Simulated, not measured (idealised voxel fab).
Name of the process module below: voxel wiring stack
Pictured: cross-section cut, 200 nm wide, on a grid of 5 nm square cells.
Cross-section = grid of square cells, listed top down in bands; band = one or more rows.
Read a band's entry like this: the first values are the height of its top and the height of its bottom in nm, and what follows is the sequence of materials from left to right, each with its width in nm. Note that "empty" is empty space, and that a single material marked "edge to edge" reaches across the band from edge to edge.
Counting heights begins at 0, where everything beneath is, in the wafer as received, one material. The lowest band has no bottom; it goes on downwards, as "0 -> down" shows.
Top row gets the first number, bottom row gets the second, and each row in between changes by the same step: that is how a band width like "30->40" works.
"left unchanged" for a step: no cell of the cross-section changed in that step.
Look at "Closed void inventory" for the closed voids: empty spaces with no open path to the top, sized 8 cells or up. Each is width x height at distance, distance from the left edge, all nm.
Text after the settings on a step's line: the simulator's own remark on that step.
"overlay nm" answers the question of how far to the right of plan the mask lay on a step that has a mask, and when it is negative the answer is to the left.
# The steps planned for the process are as follows
1) op RECEIVE | material Si
2) op CONFORMAL_DEP | material SiO2 | thk nm 15
3) op DIRECTIONAL_DEP | material TiN | thk nm 5
4) op DIRECTIONAL_DEP | material Ru | thk nm 20
5) op MASKED_ETCH | tone cover | mask id METAL_1 | width nm 30 | pitch nm 60 | etch materials Ru | depth nm 20 | overlay nm 0
6) op MASKED_ETCH | tone cover | mask id METAL_1 | width nm 30 | pitch nm 60 | etch materials TiN | depth nm 5 | overlay nm 0
7) op CONFORMAL_DEP | material SiCN | thk nm 5
8) op FILL_DEP | material SiO2 | thk nm 5
9) op CMP | height nm 40
10) op CONFORMAL_DEP | material SiCN | thk nm 5
11) op DIRECTIONAL_DEP | material lowk | thk nm 30
12) op PATTERN | tone open | mask id METAL_2_HOLES | material resist | width nm 15 | pitch nm 60 | thk nm 20 | overlay nm 0
13) op DIRECTIONAL_ETCH | etch materials lowk | depth nm 30
14) op STRIP | etch materials resist
15) op MASKED_ETCH | tone open | mask id METAL_2 | width nm 30 | pitch nm 60 | etch materials lowk | depth nm 20 | overlay nm 0
16) op MASKED_ETCH | tone open | mask id METAL_2 | width nm 30 | pitch nm 60 | etch materials SiCN | depth nm 5 | overlay nm 0
17) op CONFORMAL_DEP | material TiN | thk nm 5
18) op FILL_DEP | material Cu | thk nm 10
19) op CMP | height nm 75
20) op CONFORMAL_DEP | material SiCN | thk nm 5
21) op DIRECTIONAL_DEP | material lowk | thk nm 35
22) op MASKED_ETCH | tone open | mask id METAL_3 | width nm 30 | pitch nm 60 | etch materials lowk | depth nm 20 | overlay nm 0
23) op MASKED_ETCH | tone open | mask id METAL_3_HOLES | width nm 15 | etch materials lowk | depth nm 15 | overlay nm 0
24) op MASKED_ETCH | tone open | mask id METAL_3_HOLES | width nm 15 | etch materials SiCN | depth nm 5 | overlay nm 0
25) op CONFORMAL_DEP | material TiN | thk nm 5
26) op FILL_DEP | material Ru | thk nm 10
27) op CMP | height nm 115
28) op CONFORMAL_DEP | material SiCN | thk nm 5
# As received (post step 1): cross-section
0 -> down: Si edge to edge
Closed void inventory: none
# Figure: cross-sectional view of the wafer upon completion of the module, processed from the initial state and according to the plan depicted above, with one error introduced during execution
120 -> 115: SiCN edge to edge
115 -> 110: lowk: 55 | TiN: 5 | Ru: 20 | TiN: 5 | lowk: 30 | TiN: 5 | Ru: 20 | TiN: 5 | lowk: 55
110 -> 105: lowk: 55 | TiN: 5 | Ru: 5 | TiN: 20 | lowk: 30 | TiN: 30 | lowk: 55
105 -> 90: lowk: 55 | TiN: 5 | Ru: 5 | TiN: 5 | lowk: 130
90 -> 85: SiCN: 55 | TiN: 15 | SiCN: 130
85 -> 75: SiCN edge to edge
75 -> 60: lowk: 55 | TiN: 5 | Cu: 20 | TiN: 5 | lowk: 30 | TiN: 5 | Cu: 20 | TiN: 5 | lowk: 55
60 -> 55: lowk: 55 | TiN: 5 | Cu: 5 | TiN: 20 | lowk: 30 | TiN: 5 | Cu: 5 | TiN: 20 | lowk: 55
55 -> 45: lowk: 55 | TiN: 5 | Cu: 5 | TiN: 5 | lowk: 45 | TiN: 5 | Cu: 5 | TiN: 5 | lowk: 70
45 -> 40: SiCN: 55 | TiN: 15 | SiCN: 45 | TiN: 15 | SiCN: 70
40 -> 20: SiO2: 50 | SiCN: 5 | Ru: 30 | SiCN: 5 | SiO2: 20 | SiCN: 5 | Ru: 30 | SiCN: 5 | SiO2: 50
20 -> 15: SiCN: 55 | TiN: 30 | SiCN: 30 | TiN: 30 | SiCN: 55
15 -> 0: SiO2 edge to edge
0 -> down: Si edge to edge
Closed void inventory: none
Here's what went sideways: step 20 ran differently from the plan; actual operation with settings: op CONFORMAL_DEP | material SiCN | thk nm 15
